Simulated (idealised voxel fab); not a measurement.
Process module under the name voxel double patterning
230 nm wide, 5 nm square cells: that's cross-section cut.
This document writes a cross-section as a grid whose cells are square, and gives it as bands, listed from the top down; one or more rows of cells form a band.
For a band, the entry starts with two heights in nm, that of the top and then that of the bottom, and carries on with the band's materials in order from left to right, each alongside its width in nm; the word "all across" beside a single material means it fills the band edge to edge, and "air" means empty space.
It should be noted that heights are counted from 0, beneath which the wafer as supplied is of one material throughout, and that the lowest band possesses no lower boundary but continues downward, as written in "0 down".
The notation "30 to 40" denotes a width that varies across the rows of cells in the band, beginning at the first number in the top row, finishing at the second number in the bottom row, and changing by an identical amount from each row to the next.
For the purposes of this document, the phrase "no modifications" attached to a step denotes that no cell within the cross-section was modified by that step.
"Enclosed void entries": empty spaces of 8 cells or more with no open way to the top, each given as width x height at distance, distance from the left edge, all in nm.
If you see something after the settings on a step's line, that's the simulator's own remark about that step.
When a step includes a mask, the "overlay nm" setting on its line states how far to the right of its planned place that mask lay, and negative values state how far to the left.
Listed below are the process steps as planned
step 1: RECEIVE: material Si
step 2: CONFORMAL_DEP: material SiO2, thk nm 5
step 3: DIRECTIONAL_DEP: material TiN, thk nm 10
step 4: DIRECTIONAL_DEP: material SiN, thk nm 5
step 5: MASKED_ETCH: tone open, mask id FIRST, width nm 15, pitch nm 50, etch materials SiN, depth nm 5, overlay nm 0
step 6: MASKED_ETCH: tone open, mask id SECOND, width nm 15, etch materials SiN, depth nm 5, overlay nm 0
step 7: DIRECTIONAL_ETCH: etch materials TiN, depth nm 10
step 8: STRIP: etch materials SiN
What follows covers the first of two wafers; it ran as planned
The cross-section here shows the wafer as received, i.e. in its state after step 1
* 0 down  Si all across
* Enclosed void entries: none
State of the wafer after step 2, shown in cross-section
* 5 to 0  SiO2 all across
* Beneath the level 0, the cross-section is identical to its previous state.
State of the wafer after step 3, shown in cross-section
* 15 to 5  TiN all across
* Beneath the level 5, the cross-section is identical to its previous state.
State of the wafer after step 4, shown in cross-section
* 20 to 15  SiN all across
* Beneath the level 15, the cross-section is identical to its previous state.
State of the wafer after step 5, shown in cross-section
* 20 to 15  SiN 80 nm | air 15 nm | SiN 35 nm | air 15 nm | SiN 85 nm
* Beneath the level 15, the cross-section is identical to its previous state.
State of the wafer after step 6, shown in cross-section
* 20 to 15  SiN 80 nm | air 15 nm | SiN 10 nm | air 15 nm | SiN 10 nm | air 15 nm | SiN 85 nm
* Beneath the level 15, the cross-section is identical to its previous state.
State of the wafer after step 7, shown in cross-section
* 20 to 15  SiN 80 nm | air 15 nm | SiN 10 nm | air 15 nm | SiN 10 nm | air 15 nm | SiN 85 nm
* 15 to 5  TiN 80 nm | air 15 nm | TiN 10 nm | air 15 nm | TiN 10 nm | air 15 nm | TiN 85 nm
* Beneath the level 5, the cross-section is identical to its previous state.
State of the wafer after step 8, shown in cross-section
* 15 to 5  TiN 80 nm | air 15 nm | TiN 10 nm | air 15 nm | TiN 10 nm | air 15 nm | TiN 85 nm
* Beneath the level 5, the cross-section is identical to its previous state.
Wafer two: like wafer one in start and plan, but with one mistake in execution; identical up to and including step 4
when step 5 should have ended
* 20 to 15  air 80 nm | SiN 15 nm | air 35 nm | SiN 15 nm | air 85 nm
* Beneath the level 15, the cross-section is identical to its previous state.
when step 6 should have ended: no modifications
when step 7 should have ended
* 20 to 15  air 80 nm | SiN 15 nm | air 35 nm | SiN 15 nm | air 85 nm
* 15 to 5  air 80 nm | TiN 15 nm | air 35 nm | TiN 15 nm | air 85 nm
* Beneath the level 5, the cross-section is identical to its previous state.
when step 8 should have ended
* 15 to 5  air 80 nm | TiN 15 nm | air 35 nm | TiN 15 nm | air 85 nm
* Beneath the level 5, the cross-section is identical to its previous state.
Where did the run depart from the plan? planned and actual differ for step 5; actual: MASKED_ETCH: tone cover, mask id FIRST, width nm 15, pitch nm 50, etch materials SiN, depth nm 5, overlay nm 0
The closing comparison, in cells, has the second wafer with more or fewer of some materials than the first: TiN -62
